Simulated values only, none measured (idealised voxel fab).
Herein follows the process module entitled voxel capacitor over wiring.
Section cut is 175 nm wide and gridded with 5 nm square cells.
Cross-section layout: square cells on a grid; listed as bands, top to bottom; a band spans one or more cell rows.
Top height, bottom height, nm. Materials left to right, width each, nm. Single material + "all across" = fills band edge to edge. "empty" = empty.
Heads up on the height convention: 0 is the point under which the incoming wafer is all one material, and the lowest band has no bottom, it just keeps going down, like "0..down".
Read "30..40" as a graded width: first number on top, second number at the bottom, same change between each pair of neighbouring rows.
Where a step carries "remained the same", the cross-section came out of it unchanged, cell for cell.
Closed void entries: empty space of 8 cells or more with no open way to the top, each as width x height at its distance from the left edge, in nm
If you see something after the settings on a step's line, that's the simulator's own remark about that step.
overlay nm: mask right of planned place by this much (step with mask). Neg. = left.
Set out below are the planned steps of the process:
step 1: RECEIVE,material Si
step 2: CONFORMAL_DEP,material SiO2,thk nm 10
step 3: DIRECTIONAL_DEP,material TiN,thk nm 5
step 4: DIRECTIONAL_DEP,material W,thk nm 20
step 5: DIRECTIONAL_DEP,material aC,thk nm 10
step 6: PATTERN,tone cover,mask id METAL_1,material resist,width nm 30,pitch nm 80,thk nm 25,overlay nm 0
step 7: DIRECTIONAL_ETCH,etch materials aC,depth nm 10
step 8: STRIP,etch materials resist
step 9: DIRECTIONAL_ETCH,etch materials W,depth nm 20
step 10: DIRECTIONAL_ETCH,etch materials TiN,depth nm 5
step 11: STRIP,etch materials aC
step 12: CONFORMAL_DEP,material SiCN,thk nm 5
step 13: FILL_DEP,material lowk,thk nm 10
step 14: CMP,height nm 35
step 15: CONFORMAL_DEP,material SiCN,thk nm 5
step 16: DIRECTIONAL_DEP,material lowk,thk nm 10
step 17: PATTERN,tone open,mask id PLUG_1,material resist,width nm 15,thk nm 15,overlay nm 0
step 18: DIRECTIONAL_ETCH,etch materials lowk,depth nm 10
step 19: DIRECTIONAL_ETCH,etch materials SiCN,depth nm 5
step 20: STRIP,etch materials resist
step 21: EPI,material Ru,thk nm 10
step 22: EPI,material Ru,thk nm 5
step 23: DIRECTIONAL_DEP,material TiN,thk nm 10
step 24: DIRECTIONAL_DEP,material SiN,thk nm 5
step 25: DIRECTIONAL_DEP,material TiN,thk nm 10
step 26: PATTERN,tone cover,mask id UPPER_PLATE,material resist,width nm 55,thk nm 15,overlay nm 0
step 27: DIRECTIONAL_ETCH,etch materials TiN,depth nm 10
step 28: DIRECTIONAL_ETCH,etch materials SiN,depth nm 5
step 29: STRIP,etch materials resist
step 30: MASKED_ETCH,tone cover,mask id LOWER_PLATE,width nm 65,etch materials TiN,depth nm 10,overlay nm 0
step 31: FILL_DEP,material SiO2,thk nm 20
step 32: CMP,height nm 90
step 33: PATTERN,tone open,mask id PLUG_2,material resist,width nm 15,thk nm 15,overlay nm 0
step 34: DIRECTIONAL_ETCH,etch materials SiO2,depth nm 15
step 35: STRIP,etch materials resist
step 36: CONFORMAL_DEP,material TiN,thk nm 5
step 37: FILL_DEP,material Ru,thk nm 10
step 38: CMP,height nm 90
step 39: CONFORMAL_DEP,material SiCN,thk nm 5
Shown in cross-section is the wafer as received, that is, as it stands after step 1:
- 0..down = Si all across
- Closed void entries: none
End state of the module in cross-section, given the above starting point and plan and one mistake in execution:
- 95..90 = SiCN all across
- 90..80 = SiO2 (55)  TiN (5)  Ru (5)  TiN (5)  SiO2 (105)
- 80..75 = SiO2 (55)  TiN (15)  SiO2 (105)
- 75..65 = SiO2 (60)  TiN (40)  SiO2 (75)
- 65..60 = SiO2 (60)  SiN (40)  SiO2 (75)
- 60..50 = SiO2 (40)  TiN (65)  SiO2 (70)
- 50..45 = lowk (45)  SiN (15)  lowk (115)
- 45..40 = lowk (45)  TiN (15)  lowk (115)
- 40..35 = SiCN (45)  TiN (15)  SiCN (115)
- 35..30 = lowk (25)  SiCN (40)  lowk (40)  SiCN (40)  lowk (30)
- 30..15 = lowk (25)  SiCN (5)  W (30)  SiCN (5)  lowk (40)  SiCN (5)  W (30)  SiCN (5)  lowk (30)
- 15..10 = SiCN (30)  W (30)  SiCN (50)  W (30)  SiCN (35)
- 10..0 = SiO2 all across
- 0..down = Si all across
- Closed void entries: none
It is concluded that the wafer was processed incorrectly with respect to the plan, in that step 3 of the plan was excluded from execution and never run
